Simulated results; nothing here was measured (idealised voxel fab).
process module | voxel trench capacitor
cross-section cut | 285 nm wide | cells 5 nm
A cross-section is a grid of square cells, given in bands from the top down. A band is one or more rows of cells.
Each band's line starts with the height of the band's top and of its bottom, in nm. Then come its materials from left to right, each with its width in nm. One material with "throughout" fills the band from edge to edge. "air" is empty space.
Height 0 is the level under which the wafer as received is all one material. The lowest band goes on downwards, as in "0 down".
A width such as "30 to 40" changes by the same amount from each row of cells to the next, from the band's top row to its bottom row.
"no change" after a step means that no cell of the cross-section changed.
closed voids: empty space of 8 cells or more with no open way to the top, each as width x height at its distance from the left edge, in nm
after a step's settings: what the simulator itself notes on the step
overlay nm, on a step with a mask: how far to the right of its planned place the mask lay; to the left if negative
plan
1 op RECEIVE | material Si
2 op CONFORMAL_DEP | material SiN | thk nm 5
3 op DIRECTIONAL_DEP | material aC | thk nm 10
4 op PATTERN | tone open | mask id TRENCH | material resist | width nm 30 | pitch nm 60 | thk nm 25 | overlay nm 0
5 op DIRECTIONAL_ETCH | etch materials aC | depth nm 10
6 op STRIP | etch materials resist
7 op DIRECTIONAL_ETCH | etch materials SiN | depth nm 5
8 op DIRECTIONAL_ETCH | etch materials Si | depth nm 30
9 op STRIP | etch materials aC
10 op CONFORMAL_DEP | material HfO2 | thk nm 5
11 op CONFORMAL_DEP | material TiN | thk nm 5
12 op FILL_DEP | material W | thk nm 10
13 op CMP | height nm 5
first wafer, as planned
as received, after step 1
  0 down: Si throughout
  closed voids: none
after step 2
  5 to 0: SiN throughout
  below 0: unchanged
after step 3
  15 to 5: aC throughout
  below 5: unchanged
after step 4
  40 to 15: resist 35 | air 30 | resist 30 | air 30 | resist 30 | air 30 | resist 30 | air 30 | resist 40
  below 15: unchanged
after step 5
  30 to 15: resist 35 | air 30 | resist 30 | air 30 | resist 30 | air 30 | resist 30 | air 30 | resist 40
  15 to 5: aC 35 | air 30 | aC 30 | air 30 | aC 30 | air 30 | aC 30 | air 30 | aC 40
  below 5: unchanged
after step 6
  15 to 5: aC 35 | air 30 | aC 30 | air 30 | aC 30 | air 30 | aC 30 | air 30 | aC 40
  below 5: unchanged
after step 7
  15 to 5: aC 35 | air 30 | aC 30 | air 30 | aC 30 | air 30 | aC 30 | air 30 | aC 40
  5 to 0: SiN 35 | air 30 | SiN 30 | air 30 | SiN 30 | air 30 | SiN 30 | air 30 | SiN 40
  below 0: unchanged
after step 8
  15 to 5: aC 35 | air 30 | aC 30 | air 30 | aC 30 | air 30 | aC 30 | air 30 | aC 40
  5 to 0: SiN 35 | air 30 | SiN 30 | air 30 | SiN 30 | air 30 | SiN 30 | air 30 | SiN 40
  0 to -30: Si 35 | air 30 | Si 30 | air 30 | Si 30 | air 30 | Si 30 | air 30 | Si 40
  below -30: unchanged
after step 9
  5 to 0: SiN 35 | air 30 | SiN 30 | air 30 | SiN 30 | air 30 | SiN 30 | air 30 | SiN 40
  below 0: unchanged
after step 10
  10 to 5: HfO2 40 | air 20 | HfO2 40 | air 20 | HfO2 40 | air 20 | HfO2 40 | air 20 | HfO2 45
  5 to 0: SiN 35 | HfO2 5 | air 20 | HfO2 5 | SiN 30 | HfO2 5 | air 20 | HfO2 5 | SiN 30 | HfO2 5 | air 20 | HfO2 5 | SiN 30 | HfO2 5 | air 20 | HfO2 5 | SiN 40
  0 to -25: Si 35 | HfO2 5 | air 20 | HfO2 5 | Si 30 | HfO2 5 | air 20 | HfO2 5 | Si 30 | HfO2 5 | air 20 | HfO2 5 | Si 30 | HfO2 5 | air 20 | HfO2 5 | Si 40
  -25 to -30: Si 35 | HfO2 30 | Si 30 | HfO2 30 | Si 30 | HfO2 30 | Si 30 | HfO2 30 | Si 40
  below -30: unchanged
after step 11
  15 to 10: TiN 45 | air 10 | TiN 50 | air 10 | TiN 50 | air 10 | TiN 50 | air 10 | TiN 50
  10 to 5: HfO2 40 | TiN 5 | air 10 | TiN 5 | HfO2 40 | TiN 5 | air 10 | TiN 5 | HfO2 40 | TiN 5 | air 10 | TiN 5 | HfO2 40 | TiN 5 | air 10 | TiN 5 | HfO2 45
  5 to 0: SiN 35 | HfO2 5 | TiN 5 | air 10 | TiN 5 | HfO2 5 | SiN 30 | HfO2 5 | TiN 5 | air 10 | TiN 5 | HfO2 5 | SiN 30 | HfO2 5 | TiN 5 | air 10 | TiN 5 | HfO2 5 | SiN 30 | HfO2 5 | TiN 5 | air 10 | TiN 5 | HfO2 5 | SiN 40
  0 to -20: Si 35 | HfO2 5 | TiN 5 | air 10 | TiN 5 | HfO2 5 | Si 30 | HfO2 5 | TiN 5 | air 10 | TiN 5 | HfO2 5 | Si 30 | HfO2 5 | TiN 5 | air 10 | TiN 5 | HfO2 5 | Si 30 | HfO2 5 | TiN 5 | air 10 | TiN 5 | HfO2 5 | Si 40
  -20 to -25: Si 35 | HfO2 5 | TiN 20 | HfO2 5 | Si 30 | HfO2 5 | TiN 20 | HfO2 5 | Si 30 | HfO2 5 | TiN 20 | HfO2 5 | Si 30 | HfO2 5 | TiN 20 | HfO2 5 | Si 40
  below -25: unchanged
after step 12
  25 to 15: W throughout
  15 to 10: TiN 45 | W 10 | TiN 50 | W 10 | TiN 50 | W 10 | TiN 50 | W 10 | TiN 50
  10 to 5: HfO2 40 | TiN 5 | W 10 | TiN 5 | HfO2 40 | TiN 5 | W 10 | TiN 5 | HfO2 40 | TiN 5 | W 10 | TiN 5 | HfO2 40 | TiN 5 | W 10 | TiN 5 | HfO2 45
  5 to 0: SiN 35 | HfO2 5 | TiN 5 | W 10 | TiN 5 | HfO2 5 | SiN 30 | HfO2 5 | TiN 5 | W 10 | TiN 5 | HfO2 5 | SiN 30 | HfO2 5 | TiN 5 | W 10 | TiN 5 | HfO2 5 | SiN 30 | HfO2 5 | TiN 5 | W 10 | TiN 5 | HfO2 5 | SiN 40
  0 to -20: Si 35 | HfO2 5 | TiN 5 | W 10 | TiN 5 | HfO2 5 | Si 30 | HfO2 5 | TiN 5 | W 10 | TiN 5 | HfO2 5 | Si 30 | HfO2 5 | TiN 5 | W 10 | TiN 5 | HfO2 5 | Si 30 | HfO2 5 | TiN 5 | W 10 | TiN 5 | HfO2 5 | Si 40
  below -20: unchanged
after step 13
  5 to 0: SiN 35 | HfO2 5 | TiN 5 | W 10 | TiN 5 | HfO2 5 | SiN 30 | HfO2 5 | TiN 5 | W 10 | TiN 5 | HfO2 5 | SiN 30 | HfO2 5 | TiN 5 | W 10 | TiN 5 | HfO2 5 | SiN 30 | HfO2 5 | TiN 5 | W 10 | TiN 5 | HfO2 5 | SiN 40
  below 0: unchanged
second wafer: like start, like plan, one mistake. Through step 12 it matches the first wafer
when step 13 should have ended
  15 to 10: TiN 45 | W 10 | TiN 50 | W 10 | TiN 50 | W 10 | TiN 50 | W 10 | TiN 50
  below 10: unchanged
what went wrong: step 13 ran as: op CMP | height nm 15
at the end the second wafer has, in cells: 41 more of HfO2 | 57 more of TiN | 16 more of W
